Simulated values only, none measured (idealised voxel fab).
process module | voxel transistor to metal
cross-section cut | 205 nm wide | cells 5 nm
A cross-section is a grid of square cells, given in bands from the top down. A band is one or more rows of cells.
Each band's line starts with the height of the band's top and of its bottom, in nm. Then come its materials from left to right, each with its width in nm. One material with "throughout" fills the band from edge to edge. "air" is empty space.
Height 0 is the level under which the wafer as received is all one material. The lowest band goes on downwards, as in "0 down".
A width such as "30 to 40" changes by the same amount from each row of cells to the next, from the band's top row to its bottom row.
"no change" after a step means that no cell of the cross-section changed.
closed voids: empty space of 8 cells or more with no open way to the top, each as width x height at its distance from the left edge, in nm
after a step's settings: what the simulator itself notes on the step
overlay nm, on a step with a mask: how far to the right of its planned place the mask lay; to the left if negative
Each pair below shows a cross-section before one step and the cross-section after it, down to the lowest band that changed. The line under each pair gives the step between them, with its settings. The pairs can come from different runs of this module on the same starting wafer, so a pair continues from the pair above only where its "before" says so.
before
  55 to 50: TiN 60 | air 10 | TiN 60 | air 10 | TiN 65
  50 to 40: SiO2 55 | TiN 5 | air 10 | TiN 5 | SiO2 50 | TiN 5 | air 10 | TiN 5 | SiO2 60
  40 to 30: SiO2 55 | TiN 5 | air 10 | TiN 5 | SiO2 5 | SiN 10 | SiCN 20 | SiN 10 | SiO2 5 | TiN 5 | air 10 | TiN 5 | SiO2 60
  30 to 15: SiO2 55 | TiN 5 | air 10 | TiN 5 | SiO2 5 | SiN 10 | polySi 20 | SiN 10 | SiO2 5 | TiN 5 | air 10 | TiN 5 | SiO2 60
  15 to 10: SiO2 55 | TiN 20 | SiO2 5 | SiN 10 | polySi 20 | SiN 10 | SiO2 5 | TiN 20 | SiO2 60
  10 to 5: SiO2 55 | SiGe 25 | SiN 10 | polySi 20 | SiN 10 | SiGe 25 | SiO2 60
  5 to 0: SiO2 50 | SiN 10 | SiGe 20 | SiN 10 | polySi 20 | SiN 10 | SiGe 20 | SiN 10 | SiO2 55
  0 to -5: SiO2 60 | SiGe 20 | SiO2 40 | SiGe 20 | SiO2 65
  -5 to -15: SiO2 55 | Si 5 | SiGe 20 | Si 40 | SiGe 20 | Si 5 | SiO2 60
  -15 to -40: SiO2 55 | Si 90 | SiO2 60
  -40 down: Si throughout
  closed voids: none
after
  65 to 55: W throughout
  55 to 50: TiN 60 | W 10 | TiN 60 | W 10 | TiN 65
  50 to 40: SiO2 55 | TiN 5 | W 10 | TiN 5 | SiO2 50 | TiN 5 | W 10 | TiN 5 | SiO2 60
  40 to 30: SiO2 55 | TiN 5 | W 10 | TiN 5 | SiO2 5 | SiN 10 | SiCN 20 | SiN 10 | SiO2 5 | TiN 5 | W 10 | TiN 5 | SiO2 60
  30 to 15: SiO2 55 | TiN 5 | W 10 | TiN 5 | SiO2 5 | SiN 10 | polySi 20 | SiN 10 | SiO2 5 | TiN 5 | W 10 | TiN 5 | SiO2 60
  below 15: unchanged
  closed voids: none
the step between: op FILL_DEP | material W | thk nm 10
before: the cross-section after the pair above
after
  50 to 40: SiO2 55 | TiN 5 | W 10 | TiN 5 | SiO2 50 | TiN 5 | W 10 | TiN 5 | SiO2 60
  below 40: unchanged
  closed voids: none
the step between: op CMP | height nm 50
before: the cross-section after the pair above
after
  55 to 50: TiN throughout
  below 50: unchanged
  closed voids: none
the step between: op DIRECTIONAL_DEP | material TiN | thk nm 5
before: the cross-section after the pair above
after
  80 to 55: Ru throughout
  below 55: unchanged
  closed voids: none
the step between: op DIRECTIONAL_DEP | material Ru | thk nm 25
before: the cross-section after the pair above
after
  80 to 55: air 55 | Ru 20 | air 50 | Ru 20 | air 60
  below 55: unchanged
  closed voids: none
the step between: op MASKED_ETCH | tone cover | mask id METAL_1 | width nm 20 | pitch nm 70 | etch materials Ru | depth nm 25 | overlay nm 0
before: the cross-section after the pair above
after
  80 to 55: air 55 | Ru 20 | air 50 | Ru 20 | air 60
  55 to 50: air 55 | TiN 20 | air 50 | TiN 20 | air 60
  below 50: unchanged
  closed voids: none
the step between: op MASKED_ETCH | tone cover | mask id METAL_1 | width nm 20 | pitch nm 70 | etch materials TiN | depth nm 5 | overlay nm 0
before: the cross-section after the pair above
after
  85 to 80: SiO2 throughout
  80 to 55: SiO2 55 | Ru 20 | SiO2 50 | Ru 20 | SiO2 60
  55 to 50: SiO2 55 | TiN 20 | SiO2 50 | TiN 20 | SiO2 60
  below 50: unchanged
  closed voids: none
the step between: op FILL_DEP | material SiO2 | thk nm 5
before: the cross-section after the pair above
after
  80 to 55: SiO2 55 | Ru 20 | SiO2 50 | Ru 20 | SiO2 60
  below 55: unchanged
  closed voids: none
the step between: op CMP | height nm 80
before: the cross-section after the pair above
after
  85 to 80: SiN throughout
  below 80: unchanged
  closed voids: none
the step between: op CONFORMAL_DEP | material SiN | thk nm 5
before
  50 to 40: SiO2 throughout
  40 to 25: SiO2 80 | SiN 10 | SiCN 20 | SiN 10 | SiO2 85
  25 to 5: SiO2 80 | SiN 10 | polySi 20 | SiN 10 | SiO2 85
  5 to -5: SiO2 45 | SiN 10 | SiO2 10 | SiGe 15 | SiN 10 | polySi 20 | SiN 10 | SiGe 15 | SiO2 10 | SiN 10 | SiO2 50
  -5 to -10: SiO2 55 | SiGe 25 | SiO2 40 | SiGe 25 | SiO2 60
  -10 to -20: SiO2 55 | SiGe 25 | Si 40 | SiGe 25 | SiO2 60
  -20 to -40: SiO2 55 | Si 90 | SiO2 60
  -40 down: Si throughout
  closed voids: none
after
  30 to 25: SiO2 80 | SiN 10 | SiCN 20 | SiN 10 | SiO2 85
  below 25: unchanged
  closed voids: none
the step between: op CMP | height nm 30
before: the cross-section after the pair above
after
  40 to 30: SiO2 throughout
  below 30: unchanged
  closed voids: none
the step between: op DIRECTIONAL_DEP | material SiO2 | thk nm 10
before: the cross-section after the pair above
after
  55 to 40: resist 55 | air 20 | resist 50 | air 20 | resist 60
  below 40: unchanged
  closed voids: none
the step between: op PATTERN | tone open | mask id CONTACT | material resist | width nm 20 | pitch nm 70 | thk nm 15 | overlay nm 0
before: the cross-section after the pair above
after
  55 to 40: resist 55 | air 20 | resist 50 | air 20 | resist 60
  40 to 30: SiO2 55 | air 20 | SiO2 50 | air 20 | SiO2 60
  30 to 25: SiO2 55 | air 20 | SiO2 5 | SiN 10 | SiCN 20 | SiN 10 | SiO2 5 | air 20 | SiO2 60
  25 to 5: SiO2 55 | air 20 | SiO2 5 | SiN 10 | polySi 20 | SiN 10 | SiO2 5 | air 20 | SiO2 60
  5 to -5: SiO2 45 | SiN 10 | air 10 | SiGe 15 | SiN 10 | polySi 20 | SiN 10 | SiGe 15 | air 10 | SiN 10 | SiO2 50
  below -5: unchanged
  closed voids: none
the step between: op DIRECTIONAL_ETCH | etch materials SiO2 | depth nm 55
before: the cross-section after the pair above
after
  40 to 30: SiO2 55 | air 20 | SiO2 50 | air 20 | SiO2 60
  below 30: unchanged
  closed voids: none
the step between: op STRIP | etch materials resist
before: the cross-section after the pair above
after
  45 to 40: TiN 60 | air 10 | TiN 60 | air 10 | TiN 65
  40 to 30: SiO2 55 | TiN 5 | air 10 | TiN 5 | SiO2 50 | TiN 5 | air 10 | TiN 5 | SiO2 60
  30 to 25: SiO2 55 | TiN 5 | air 10 | TiN 5 | SiO2 5 | SiN 10 | SiCN 20 | SiN 10 | SiO2 5 | TiN 5 | air 10 | TiN 5 | SiO2 60
  25 to 10: SiO2 55 | TiN 5 | air 10 | TiN 5 | SiO2 5 | SiN 10 | polySi 20 | SiN 10 | SiO2 5 | TiN 5 | air 10 | TiN 5 | SiO2 60
  10 to 5: SiO2 55 | TiN 20 | SiO2 5 | SiN 10 | polySi 20 | SiN 10 | SiO2 5 | TiN 20 | SiO2 60
  5 to -5: SiO2 45 | SiN 10 | TiN 10 | SiGe 15 | SiN 10 | polySi 20 | SiN 10 | SiGe 15 | TiN 10 | SiN 10 | SiO2 50
  below -5: unchanged
  closed voids: none
the step between: op CONFORMAL_DEP | material TiN | thk nm 5
before: the cross-section after the pair above
after
  55 to 45: W throughout
  45 to 40: TiN 60 | W 10 | TiN 60 | W 10 | TiN 65
  40 to 30: SiO2 55 | TiN 5 | W 10 | TiN 5 | SiO2 50 | TiN 5 | W 10 | TiN 5 | SiO2 60
  30 to 25: SiO2 55 | TiN 5 | W 10 | TiN 5 | SiO2 5 | SiN 10 | SiCN 20 | SiN 10 | SiO2 5 | TiN 5 | W 10 | TiN 5 | SiO2 60
  25 to 10: SiO2 55 | TiN 5 | W 10 | TiN 5 | SiO2 5 | SiN 10 | polySi 20 | SiN 10 | SiO2 5 | TiN 5 | W 10 | TiN 5 | SiO2 60
  below 10: unchanged
  closed voids: none
the step between: op FILL_DEP | material W | thk nm 10
before: the cross-section after the pair above
after
  50 to 45: W throughout
  below 45: unchanged
  closed voids: none
the step between: op CMP | height nm 50
before: the cross-section after the pair above
after
  55 to 50: TiN throughout
  below 50: unchanged
  closed voids: none
the step between: op DIRECTIONAL_DEP | material TiN | thk nm 5
before: the cross-section after the pair above
after
  80 to 55: Ru throughout
  below 55: unchanged
  closed voids: none
the step between: op DIRECTIONAL_DEP | material Ru | thk nm 25
before: the cross-section after the pair above
after
  80 to 55: air 55 | Ru 20 | air 50 | Ru 20 | air 60
  below 55: unchanged
  closed voids: none
the step between: op MASKED_ETCH | tone cover | mask id METAL_1 | width nm 20 | pitch nm 70 | etch materials Ru | depth nm 25 | overlay nm 0
before: the cross-section after the pair above
after
  80 to 55: air 55 | Ru 20 | air 50 | Ru 20 | air 60
  55 to 50: air 55 | TiN 20 | air 50 | TiN 20 | air 60
  below 50: unchanged
  closed voids: none
the step between: op MASKED_ETCH | tone cover | mask id METAL_1 | width nm 20 | pitch nm 70 | etch materials TiN | depth nm 5 | overlay nm 0
before: the cross-section after the pair above
after
  85 to 80: SiO2 throughout
  80 to 55: SiO2 55 | Ru 20 | SiO2 50 | Ru 20 | SiO2 60
  55 to 50: SiO2 55 | TiN 20 | SiO2 50 | TiN 20 | SiO2 60
  below 50: unchanged
  closed voids: none
the step between: op FILL_DEP | material SiO2 | thk nm 5
before: the cross-section after the pair above
after
  80 to 55: SiO2 55 | Ru 20 | SiO2 50 | Ru 20 | SiO2 60
  below 55: unchanged
  closed voids: none
the step between: op CMP | height nm 80
before: the cross-section after the pair above
after
  85 to 80: SiN throughout
  below 80: unchanged
  closed voids: none
the step between: op CONFORMAL_DEP | material SiN | thk nm 5
before
  50 to 40: SiO2 throughout
  40 to 25: SiO2 80 | SiN 10 | SiCN 20 | SiN 10 | SiO2 85
  25 to 5: SiO2 80 | SiN 10 | polySi 20 | SiN 10 | SiO2 85
  5 to -5: SiO2 45 | SiN 10 | SiO2 10 | SiGe 15 | SiN 10 | polySi 20 | SiN 10 | SiGe 15 | SiO2 10 | SiN 10 | SiO2 50
  -5 to -10: SiO2 55 | SiGe 25 | SiO2 40 | SiGe 25 | SiO2 60
  -10 to -20: SiO2 55 | SiGe 25 | Si 40 | SiGe 25 | SiO2 60
  -20 to -40: SiO2 55 | Si 90 | SiO2 60
  -40 down: Si throughout
  closed voids: none
after
  65 to 50: resist 60 | air 15 | resist 55 | air 15 | resist 60
  below 50: unchanged
  closed voids: none
the step between: op PATTERN | tone open | mask id CONTACT | material resist | width nm 15 | pitch nm 70 | thk nm 15 | overlay nm 0
before: the cross-section after the pair above
after
  65 to 50: resist 60 | air 15 | resist 55 | air 15 | resist 60
  50 to 40: SiO2 60 | air 15 | SiO2 55 | air 15 | SiO2 60
  40 to 25: SiO2 60 | air 15 | SiO2 5 | SiN 10 | SiCN 20 | SiN 10 | SiO2 10 | air 15 | SiO2 60
  25 to 5: SiO2 60 | air 15 | SiO2 5 | SiN 10 | polySi 20 | SiN 10 | SiO2 10 | air 15 | SiO2 60
  5 to -5: SiO2 45 | SiN 10 | SiO2 5 | air 5 | SiGe 15 | SiN 10 | polySi 20 | SiN 10 | SiGe 15 | air 10 | SiN 10 | SiO2 50
  below -5: unchanged
  closed voids: none
the step between: op DIRECTIONAL_ETCH | etch materials SiO2 | depth nm 55
before: the cross-section after the pair above
after
  50 to 40: SiO2 60 | air 15 | SiO2 55 | air 15 | SiO2 60
  below 40: unchanged
  closed voids: none
the step between: op STRIP | etch materials resist
before: the cross-section after the pair above
after
  55 to 50: TiN 65 | air 5 | TiN 65 | air 5 | TiN 65
  50 to 40: SiO2 60 | TiN 5 | air 5 | TiN 5 | SiO2 55 | TiN 5 | air 5 | TiN 5 | SiO2 60
  40 to 25: SiO2 60 | TiN 5 | air 5 | TiN 5 | SiO2 5 | SiN 10 | SiCN 20 | SiN 10 | SiO2 10 | TiN 5 | air 5 | TiN 5 | SiO2 60
  25 to 10: SiO2 60 | TiN 5 | air 5 | TiN 5 | SiO2 5 | SiN 10 | polySi 20 | SiN 10 | SiO2 10 | TiN 5 | air 5 | TiN 5 | SiO2 60
  10 to 5: SiO2 60 | TiN 15 | SiO2 5 | SiN 10 | polySi 20 | SiN 10 | SiO2 10 | TiN 15 | SiO2 60
  5 to -5: SiO2 45 | SiN 10 | SiO2 5 | TiN 5 | SiGe 15 | SiN 10 | polySi 20 | SiN 10 | SiGe 15 | TiN 10 | SiN 10 | SiO2 50
  below -5: unchanged
  closed voids: none
the step between: op CONFORMAL_DEP | material TiN | thk nm 5
before: the cross-section after the pair above
after
  65 to 55: W throughout
  55 to 50: TiN 65 | W 5 | TiN 65 | W 5 | TiN 65
  50 to 40: SiO2 60 | TiN 5 | W 5 | TiN 5 | SiO2 55 | TiN 5 | W 5 | TiN 5 | SiO2 60
  40 to 25: SiO2 60 | TiN 5 | W 5 | TiN 5 | SiO2 5 | SiN 10 | SiCN 20 | SiN 10 | SiO2 10 | TiN 5 | W 5 | TiN 5 | SiO2 60
  25 to 10: SiO2 60 | TiN 5 | W 5 | TiN 5 | SiO2 5 | SiN 10 | polySi 20 | SiN 10 | SiO2 10 | TiN 5 | W 5 | TiN 5 | SiO2 60
  below 10: unchanged
  closed voids: none
the step between: op FILL_DEP | material W | thk nm 10
before: the cross-section after the pair above
after
  50 to 40: SiO2 60 | TiN 5 | W 5 | TiN 5 | SiO2 55 | TiN 5 | W 5 | TiN 5 | SiO2 60
  below 40: unchanged
  closed voids: none
the step between: op CMP | height nm 50
before: the cross-section after the pair above
after
  55 to 50: TiN throughout
  below 50: unchanged
  closed voids: none
the step between: op DIRECTIONAL_DEP | material TiN | thk nm 5
before: the cross-section after the pair above
after
  80 to 55: Ru throughout
  below 55: unchanged
  closed voids: none
the step between: op DIRECTIONAL_DEP | material Ru | thk nm 25
before: the cross-section after the pair above
after
  80 to 55: air 55 | Ru 20 | air 50 | Ru 20 | air 60
  below 55: unchanged
  closed voids: none
the step between: op MASKED_ETCH | tone cover | mask id METAL_1 | width nm 20 | pitch nm 70 | etch materials Ru | depth nm 25 | overlay nm 0
before: the cross-section after the pair above
after
  80 to 55: air 55 | Ru 20 | air 50 | Ru 20 | air 60
  55 to 50: air 55 | TiN 20 | air 50 | TiN 20 | air 60
  below 50: unchanged
  closed voids: none
the step between: op MASKED_ETCH | tone cover | mask id METAL_1 | width nm 20 | pitch nm 70 | etch materials TiN | depth nm 5 | overlay nm 0
before: the cross-section after the pair above
after
  85 to 80: SiO2 throughout
  80 to 55: SiO2 55 | Ru 20 | SiO2 50 | Ru 20 | SiO2 60
  55 to 50: SiO2 55 | TiN 20 | SiO2 50 | TiN 20 | SiO2 60
  below 50: unchanged
  closed voids: none
the step between: op FILL_DEP | material SiO2 | thk nm 5
before: the cross-section after the pair above
after
  80 to 55: SiO2 55 | Ru 20 | SiO2 50 | Ru 20 | SiO2 60
  below 55: unchanged
  closed voids: none
the step between: op CMP | height nm 80
before: the cross-section after the pair above
after
  85 to 80: SiN throughout
  below 80: unchanged
  closed voids: none
the step between: op CONFORMAL_DEP | material SiN | thk nm 5
before
  50 to 40: SiO2 throughout
  40 to 25: SiO2 80 | SiN 10 | SiCN 20 | SiN 10 | SiO2 85
  25 to 5: SiO2 80 | SiN 10 | polySi 20 | SiN 10 | SiO2 85
  5 to -5: SiO2 45 | SiN 10 | SiO2 10 | SiGe 15 | SiN 10 | polySi 20 | SiN 10 | SiGe 15 | SiO2 10 | SiN 10 | SiO2 50
  -5 to -10: SiO2 55 | SiGe 25 | SiO2 40 | SiGe 25 | SiO2 60
  -10 to -20: SiO2 55 | SiGe 25 | Si 40 | SiGe 25 | SiO2 60
  -20 to -40: SiO2 55 | Si 90 | SiO2 60
  -40 down: Si throughout
  closed voids: none
after
  65 to 50: resist 45 | air 20 | resist 50 | air 20 | resist 70
  below 50: unchanged
  closed voids: none
the step between: op PATTERN | tone open | mask id CONTACT | material resist | width nm 20 | pitch nm 70 | thk nm 15 | overlay nm -10
before: the cross-section after the pair above
after
  65 to 50: resist 45 | air 20 | resist 50 | air 20 | resist 70
  50 to 40: SiO2 45 | air 20 | SiO2 50 | air 20 | SiO2 70
  40 to 25: SiO2 45 | air 20 | SiO2 15 | SiN 10 | SiCN 20 | SiN 10 | air 15 | SiO2 70
  25 to 5: SiO2 45 | air 20 | SiO2 15 | SiN 10 | polySi 20 | SiN 10 | air 15 | SiO2 70
  5 to -5: SiO2 45 | SiN 10 | air 10 | SiGe 15 | SiN 10 | polySi 20 | SiN 10 | SiGe 15 | SiO2 10 | SiN 10 | SiO2 50
  below -5: unchanged
  closed voids: none
the step between: op DIRECTIONAL_ETCH | etch materials SiO2 | depth nm 55
before: the cross-section after the pair above
after
  50 to 40: SiO2 45 | air 20 | SiO2 50 | air 20 | SiO2 70
  below 40: unchanged
  closed voids: none
the step between: op STRIP | etch materials resist
before: the cross-section after the pair above
after
  55 to 50: TiN 50 | air 10 | TiN 60 | air 10 | TiN 75
  50 to 40: SiO2 45 | TiN 5 | air 10 | TiN 5 | SiO2 50 | TiN 5 to 10 | air 10 to 5 | TiN 5 | SiO2 70
  40 to 25: SiO2 45 | TiN 5 | air 10 | TiN 5 | SiO2 15 | SiN 10 | SiCN 20 | SiN 10 | TiN 5 | air 5 | TiN 5 | SiO2 70
  25 to 10: SiO2 45 | TiN 5 | air 10 | TiN 5 | SiO2 15 | SiN 10 | polySi 20 | SiN 10 | TiN 5 | air 5 | TiN 5 | SiO2 70
  10 to 5: SiO2 45 | TiN 20 | SiO2 15 | SiN 10 | polySi 20 | SiN 10 | TiN 15 | SiO2 70
  5 to -5: SiO2 45 | SiN 10 | TiN 10 | SiGe 15 | SiN 10 | polySi 20 | SiN 10 | SiGe 15 | SiO2 10 | SiN 10 | SiO2 50
  below -5: unchanged
  closed voids: none
the step between: op CONFORMAL_DEP | material TiN | thk nm 5
before: the cross-section after the pair above
after
  65 to 55: W throughout
  55 to 50: TiN 50 | W 10 | TiN 60 | W 10 | TiN 75
  50 to 40: SiO2 45 | TiN 5 | W 10 | TiN 5 | SiO2 50 | TiN 5 to 10 | W 10 to 5 | TiN 5 | SiO2 70
  40 to 25: SiO2 45 | TiN 5 | W 10 | TiN 5 | SiO2 15 | SiN 10 | SiCN 20 | SiN 10 | TiN 5 | W 5 | TiN 5 | SiO2 70
  25 to 10: SiO2 45 | TiN 5 | W 10 | TiN 5 | SiO2 15 | SiN 10 | polySi 20 | SiN 10 | TiN 5 | W 5 | TiN 5 | SiO2 70
  below 10: unchanged
  closed voids: none
the step between: op FILL_DEP | material W | thk nm 10
before: the cross-section after the pair above
after
  50 to 40: SiO2 45 | TiN 5 | W 10 | TiN 5 | SiO2 50 | TiN 5 to 10 | W 10 to 5 | TiN 5 | SiO2 70
  below 40: unchanged
  closed voids: none
the step between: op CMP | height nm 50
before: the cross-section after the pair above
after
  55 to 50: TiN throughout
  below 50: unchanged
  closed voids: none
the step between: op DIRECTIONAL_DEP | material TiN | thk nm 5
before: the cross-section after the pair above
after
  80 to 55: Ru throughout
  below 55: unchanged
  closed voids: none
the step between: op DIRECTIONAL_DEP | material Ru | thk nm 25
before: the cross-section after the pair above
after
  80 to 55: air 55 | Ru 20 | air 50 | Ru 20 | air 60
  below 55: unchanged
  closed voids: none
the step between: op MASKED_ETCH | tone cover | mask id METAL_1 | width nm 20 | pitch nm 70 | etch materials Ru | depth nm 25 | overlay nm 0
before: the cross-section after the pair above
after
  80 to 55: air 55 | Ru 20 | air 50 | Ru 20 | air 60
  55 to 50: air 55 | TiN 20 | air 50 | TiN 20 | air 60
  below 50: unchanged
  closed voids: none
the step between: op MASKED_ETCH | tone cover | mask id METAL_1 | width nm 20 | pitch nm 70 | etch materials TiN | depth nm 5 | overlay nm 0
before: the cross-section after the pair above
after
  85 to 80: SiO2 throughout
  80 to 55: SiO2 55 | Ru 20 | SiO2 50 | Ru 20 | SiO2 60
  55 to 50: SiO2 55 | TiN 20 | SiO2 50 | TiN 20 | SiO2 60
  below 50: unchanged
  closed voids: none
the step between: op FILL_DEP | material SiO2 | thk nm 5
before: the cross-section after the pair above
after
  80 to 55: SiO2 55 | Ru 20 | SiO2 50 | Ru 20 | SiO2 60
  below 55: unchanged
  closed voids: none
the step between: op CMP | height nm 80
before: the cross-section after the pair above
after
  85 to 80: SiN throughout
  below 80: unchanged
  closed voids: none
the step between: op CONFORMAL_DEP | material SiN | thk nm 5
before
  50 to 40: SiO2 55 | air 20 | SiO2 50 | air 20 | SiO2 60
  40 to 25: SiO2 55 | air 20 | SiO2 5 | SiN 10 | SiCN 20 | SiN 10 | SiO2 5 | air 20 | SiO2 60
  25 to 5: SiO2 55 | air 20 | SiO2 5 | SiN 10 | polySi 20 | SiN 10 | SiO2 5 | air 20 | SiO2 60
  5 to -5: SiO2 45 | SiN 10 | air 10 | SiGe 15 | SiN 10 | polySi 20 | SiN 10 | SiGe 15 | air 10 | SiN 10 | SiO2 50
  -5 to -10: SiO2 55 | SiGe 25 | SiO2 40 | SiGe 25 | SiO2 60
  -10 to -20: SiO2 55 | SiGe 25 | Si 40 | SiGe 25 | SiO2 60
  -20 to -40: SiO2 55 | Si 90 | SiO2 60
  -40 down: Si throughout
  closed voids: none
after
  55 to 50: polySi 60 | air 10 | polySi 60 | air 10 | polySi 65
  50 to 40: SiO2 55 | polySi 5 | air 10 | polySi 5 | SiO2 50 | polySi 5 | air 10 | polySi 5 | SiO2 60
  40 to 25: SiO2 55 | polySi 5 | air 10 | polySi 5 | SiO2 5 | SiN 10 | SiCN 20 | SiN 10 | SiO2 5 | polySi 5 | air 10 | polySi 5 | SiO2 60
  25 to 10: SiO2 55 | polySi 5 | air 10 | polySi 5 | SiO2 5 | SiN 10 | polySi 20 | SiN 10 | SiO2 5 | polySi 5 | air 10 | polySi 5 | SiO2 60
  10 to 5: SiO2 55 | polySi 20 | SiO2 5 | SiN 10 | polySi 20 | SiN 10 | SiO2 5 | polySi 20 | SiO2 60
  5 to -5: SiO2 45 | SiN 10 | polySi 10 | SiGe 15 | SiN 10 | polySi 20 | SiN 10 | SiGe 15 | polySi 10 | SiN 10 | SiO2 50
  below -5: unchanged
  closed voids: none
the step between: op CONFORMAL_DEP | material polySi | thk nm 5
before: the cross-section after the pair above
after
  65 to 55: W throughout
  55 to 50: polySi 60 | W 10 | polySi 60 | W 10 | polySi 65
  50 to 40: SiO2 55 | polySi 5 | W 10 | polySi 5 | SiO2 50 | polySi 5 | W 10 | polySi 5 | SiO2 60
  40 to 25: SiO2 55 | polySi 5 | W 10 | polySi 5 | SiO2 5 | SiN 10 | SiCN 20 | SiN 10 | SiO2 5 | polySi 5 | W 10 | polySi 5 | SiO2 60
  25 to 10: SiO2 55 | polySi 5 | W 10 | polySi 5 | SiO2 5 | SiN 10 | polySi 20 | SiN 10 | SiO2 5 | polySi 5 | W 10 | polySi 5 | SiO2 60
  below 10: unchanged
  closed voids: none
the step between: op FILL_DEP | material W | thk nm 10
before: the cross-section after the pair above
after
  50 to 40: SiO2 55 | polySi 5 | W 10 | polySi 5 | SiO2 50 | polySi 5 | W 10 | polySi 5 | SiO2 60
  below 40: unchanged
  closed voids: none
the step between: op CMP | height nm 50
before: the cross-section after the pair above
after
  55 to 50: TiN throughout
  below 50: unchanged
  closed voids: none
the step between: op DIRECTIONAL_DEP | material TiN | thk nm 5
before: the cross-section after the pair above
after
  80 to 55: Ru throughout
  below 55: unchanged
  closed voids: none
the step between: op DIRECTIONAL_DEP | material Ru | thk nm 25
before: the cross-section after the pair above
after
  80 to 55: air 55 | Ru 20 | air 50 | Ru 20 | air 60
  below 55: unchanged
  closed voids: none
the step between: op MASKED_ETCH | tone cover | mask id METAL_1 | width nm 20 | pitch nm 70 | etch materials Ru | depth nm 25 | overlay nm 0
before: the cross-section after the pair above
after
  80 to 55: air 55 | Ru 20 | air 50 | Ru 20 | air 60
  55 to 50: air 55 | TiN 20 | air 50 | TiN 20 | air 60
  below 50: unchanged
  closed voids: none
the step between: op MASKED_ETCH | tone cover | mask id METAL_1 | width nm 20 | pitch nm 70 | etch materials TiN | depth nm 5 | overlay nm 0
before: the cross-section after the pair above
after
  85 to 80: SiO2 throughout
  80 to 55: SiO2 55 | Ru 20 | SiO2 50 | Ru 20 | SiO2 60
  55 to 50: SiO2 55 | TiN 20 | SiO2 50 | TiN 20 | SiO2 60
  below 50: unchanged
  closed voids: none
the step between: op FILL_DEP | material SiO2 | thk nm 5
before: the cross-section after the pair above
after
  80 to 55: SiO2 55 | Ru 20 | SiO2 50 | Ru 20 | SiO2 60
  below 55: unchanged
  closed voids: none
the step between: op CMP | height nm 80
before: the cross-section after the pair above
after
  85 to 80: SiN throughout
  below 80: unchanged
  closed voids: none
the step between: op CONFORMAL_DEP | material SiN | thk nm 5
before
  15 to 0: SiN throughout
  0 to -5: SiO2 throughout
  -5 down: Si throughout
  closed voids: none
after
  30 to 15: resist 50 | air 100 | resist 55
  below 15: unchanged
  closed voids: none
the step between: op PATTERN | tone open | mask id ACTIVE | material resist | width nm 100 | thk nm 15 | overlay nm 0
before: the cross-section after the pair above
after
  30 to 15: resist 50 | air 100 | resist 55
  15 to 0: SiN 50 | air 100 | SiN 55
  below 0: unchanged
  closed voids: none
the step between: op DIRECTIONAL_ETCH | etch materials SiN | depth nm 15
before: the cross-section after the pair above
after
  30 to 15: resist 50 | air 100 | resist 55
  15 to 0: SiN 50 | air 100 | SiN 55
  0 to -5: SiO2 50 | air 100 | SiO2 55
  below -5: unchanged
  closed voids: none
the step between: op DIRECTIONAL_ETCH | etch materials SiO2 | depth nm 5
before: the cross-section after the pair above
after
  30 to 15: resist 50 | air 100 | resist 55
  15 to 0: SiN 50 | air 100 | SiN 55
  0 to -5: SiO2 50 | air 100 | SiO2 55
  -5 to -35: Si 50 | air 100 | Si 55
  below -35: unchanged
  closed voids: none
the step between: op DIRECTIONAL_ETCH | etch materials Si | depth nm 30
before: the cross-section after the pair above
after
  15 to 0: SiN 50 | air 100 | SiN 55
  below 0: unchanged
  closed voids: none
the step between: op STRIP | etch materials resist
before: the cross-section after the pair above
after
  15 to 0: SiN 50 | air 100 | SiN 55
  0 to -5: SiO2 50 | air 100 | SiO2 55
  -5 to -35: Si 45 | SiO2 5 | air 100 | SiO2 5 | Si 50
  -35 to -40: Si 45 | SiO2 110 | Si 50
  below -40: unchanged
  closed voids: none
the step between: op OXIDIZE | depth nm 5
before: the cross-section after the pair above
after
  25 to 15: SiO2 throughout
  15 to 0: SiN 50 | SiO2 100 | SiN 55
  0 to -5: SiO2 throughout
  -5 to -40: Si 45 | SiO2 110 | Si 50
  below -40: unchanged
  closed voids: none
the step between: op FILL_DEP | material SiO2 | thk nm 10
before: the cross-section after the pair above
after
  15 to 0: SiN 50 | SiO2 100 | SiN 55
  below 0: unchanged
  closed voids: none
the step between: op CMP | height nm 15
before: the cross-section after the pair above
after
  15 to 10: SiN 50 | air 100 | SiN 55
  below 10: unchanged
  closed voids: none
the step between: op SELECTIVE_ETCH | etch materials SiO2 | depth nm 5
before: the cross-section after the pair above
after
  10 to 0: air 50 | SiO2 100 | air 55
  below 0: unchanged
  closed voids: none
the step between: op STRIP | etch materials SiN
before: the cross-section after the pair above
after
  5 to -5: air 55 | SiO2 90 | air 60
  below -5: unchanged
  closed voids: none
the step between: op SELECTIVE_ETCH | etch materials SiO2 | depth nm 5
before: the cross-section after the pair above
after
  5 to -5: air 55 | SiO2 90 | air 60
  -5 to -10: SiO2 throughout
  below -10: unchanged
  closed voids: none
the step between: op OXIDIZE | depth nm 5
before: the cross-section after the pair above
after
  35 to 25: air 55 | polySi 90 | air 60
  25 to 5: polySi throughout
  5 to -5: polySi 55 | SiO2 90 | polySi 60
  below -5: unchanged
  closed voids: none
the step between: op DIRECTIONAL_DEP | material polySi | thk nm 30
before: the cross-section after the pair above
after
  50 to 40: air 55 | SiCN 90 | air 60
  40 to 35: SiCN throughout
  35 to 25: SiCN 55 | polySi 90 | SiCN 60
  below 25: unchanged
  closed voids: none
the step between: op DIRECTIONAL_DEP | material SiCN | thk nm 15
before: the cross-section after the pair above
after
  50 to 35: air 90 | SiCN 20 | air 95
  35 to 25: air 55 | polySi 90 | air 60
  below 25: unchanged
  closed voids: none
the step between: op MASKED_ETCH | tone cover | mask id GATE | width nm 20 | etch materials SiCN | depth nm 25 | overlay nm 0
before: the cross-section after the pair above
after
  50 to 35: air 90 | SiCN 20 | air 95
  35 to 5: air 90 | polySi 20 | air 95
  5 to -5: air 55 | SiO2 90 | air 60
  below -5: unchanged
  closed voids: none
the step between: op MASKED_ETCH | tone cover | mask id GATE | width nm 20 | etch materials polySi | depth nm 40 | overlay nm 0
before: the cross-section after the pair above
after
  60 to 50: air 80 | SiN 40 | air 85
  50 to 35: air 80 | SiN 10 | SiCN 20 | SiN 10 | air 85
  35 to 15: air 80 | SiN 10 | polySi 20 | SiN 10 | air 85
  15 to 5: air 45 | SiN 45 | polySi 20 | SiN 45 | air 50
  5 to -5: SiN 55 | SiO2 90 | SiN 60
  below -5: unchanged
  closed voids: none
the step between: op CONFORMAL_DEP | material SiN | thk nm 10
before: the cross-section after the pair above
after
  50 to 35: air 80 | SiN 10 | SiCN 20 | SiN 10 | air 85
  35 to 5: air 80 | SiN 10 | polySi 20 | SiN 10 | air 85
  5 to -5: air 45 | SiN 10 | SiO2 90 | SiN 10 | air 50
  below -5: unchanged
  closed voids: none
the step between: op DIRECTIONAL_ETCH | etch materials SiN | depth nm 10
